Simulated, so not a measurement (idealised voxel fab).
The following is a process module called voxel trench capacitor.
Cross-section cut spans 255 nm and uses square cells 5 nm in size.
Cross-sections here: square-cell grids, written as top-down lists of bands, a band being one or more rows of cells.
In this notation a band is specified by the heights of its top and bottom, in that order and in nm, after which its materials appear from left to right, each paired with its width in nm. The word "throughout" attached to a single material means that material fills the band from edge to edge; the word "empty" stands for empty space.
Height reference: 0 = level under which incoming wafer is all one material. Lowest band: no bottom, runs on downward, e.g. "from 0 down".
It should be noted that a width expressed as "30..40" varies in equal increments from row to row of cells within the band, taking the value of the first number at the top row and that of the second number at the bottom row.
Any step labelled "all unchanged" changed none of the cells in the cross-section.
The entry titled "Trapped cavities" provides the empty spaces that have no open way to the top, restricted to those of 8 cells or more. Each is presented as width x height at distance, the distance being measured from the left edge, with all three in nm.
The remark found on a step's line after its settings is issued by the simulator itself and pertains to that step.
overlay nm: how far to the right of its planned place the mask lay on this masked step (negative: to the left).

## Steps planned for the process
1) RECEIVE: material Si
2) CONFORMAL_DEP: material SiN, thk nm 10
3) DIRECTIONAL_DEP: material aC, thk nm 10
4) PATTERN: tone open, mask id TRENCH, material resist, width nm 30, pitch nm 55, thk nm 25, overlay nm 0
5) DIRECTIONAL_ETCH: etch materials aC, depth nm 10
6) STRIP: etch materials resist
7) DIRECTIONAL_ETCH: etch materials SiN, depth nm 10
8) DIRECTIONAL_ETCH: etch materials Si, depth nm 40
9) STRIP: etch materials aC
10) CONFORMAL_DEP: material Al2O3, thk nm 5
11) CONFORMAL_DEP: material TiN, thk nm 5
12) FILL_DEP: material W, thk nm 5
13) CMP: height nm 10

## Wafer cross-section on receipt, i.e. after step 1
* from 0 down | Si throughout
* Trapped cavities: none

## The first of the two wafers as seen in cross-section once the module was finished; processing followed the plan
* from 10 to 0 | SiN: 85 / Al2O3: 5 / TiN: 5 / W: 10 / TiN: 5 / Al2O3: 5 / SiN: 25 / Al2O3: 5 / TiN: 5 / W: 10 / TiN: 5 / Al2O3: 5 / SiN: 85
* from 0 to -30 | Si: 85 / Al2O3: 5 / TiN: 5 / W: 10 / TiN: 5 / Al2O3: 5 / Si: 25 / Al2O3: 5 / TiN: 5 / W: 10 / TiN: 5 / Al2O3: 5 / Si: 85
* from -30 to -35 | Si: 85 / Al2O3: 5 / TiN: 20 / Al2O3: 5 / Si: 25 / Al2O3: 5 / TiN: 20 / Al2O3: 5 / Si: 85
* from -35 to -40 | Si: 85 / Al2O3: 30 / Si: 25 / Al2O3: 30 / Si: 85
* from -40 down | Si throughout
* Trapped cavities: none

## Cross-section of the latter of the two wafers at module completion. It had an identical start and an identical plan to the former; in running it, one mistake was made
* from 10 to 0 | SiN: 80 / Al2O3: 5 / TiN: 5 / W: 20 / TiN: 5 / Al2O3: 5 / SiN: 15 / Al2O3: 5 / TiN: 5 / W: 20 / TiN: 5 / Al2O3: 5 / SiN: 80
* from 0 to -30 | Si: 80 / Al2O3: 5 / TiN: 5 / W: 20 / TiN: 5 / Al2O3: 5 / Si: 15 / Al2O3: 5 / TiN: 5 / W: 20 / TiN: 5 / Al2O3: 5 / Si: 80
* from -30 to -35 | Si: 80 / Al2O3: 5 / TiN: 30 / Al2O3: 5 / Si: 15 / Al2O3: 5 / TiN: 30 / Al2O3: 5 / Si: 80
* from -35 to -40 | Si: 80 / Al2O3: 40 / Si: 15 / Al2O3: 40 / Si: 80
* from -40 down | Si throughout
* Trapped cavities: none
Short version of what went wrong: step 4 was processed under conditions differing from the plan, specifically as PATTERN: tone open, mask id TRENCH, material resist, width nm 40, pitch nm 55, thk nm 25, overlay nm 0
The second wafer ends with more or fewer cells of some materials than the first, per final count: 4 more of Al2O3, 32 fewer of Si, 8 fewer of SiN, 4 more of TiN, 32 more of W
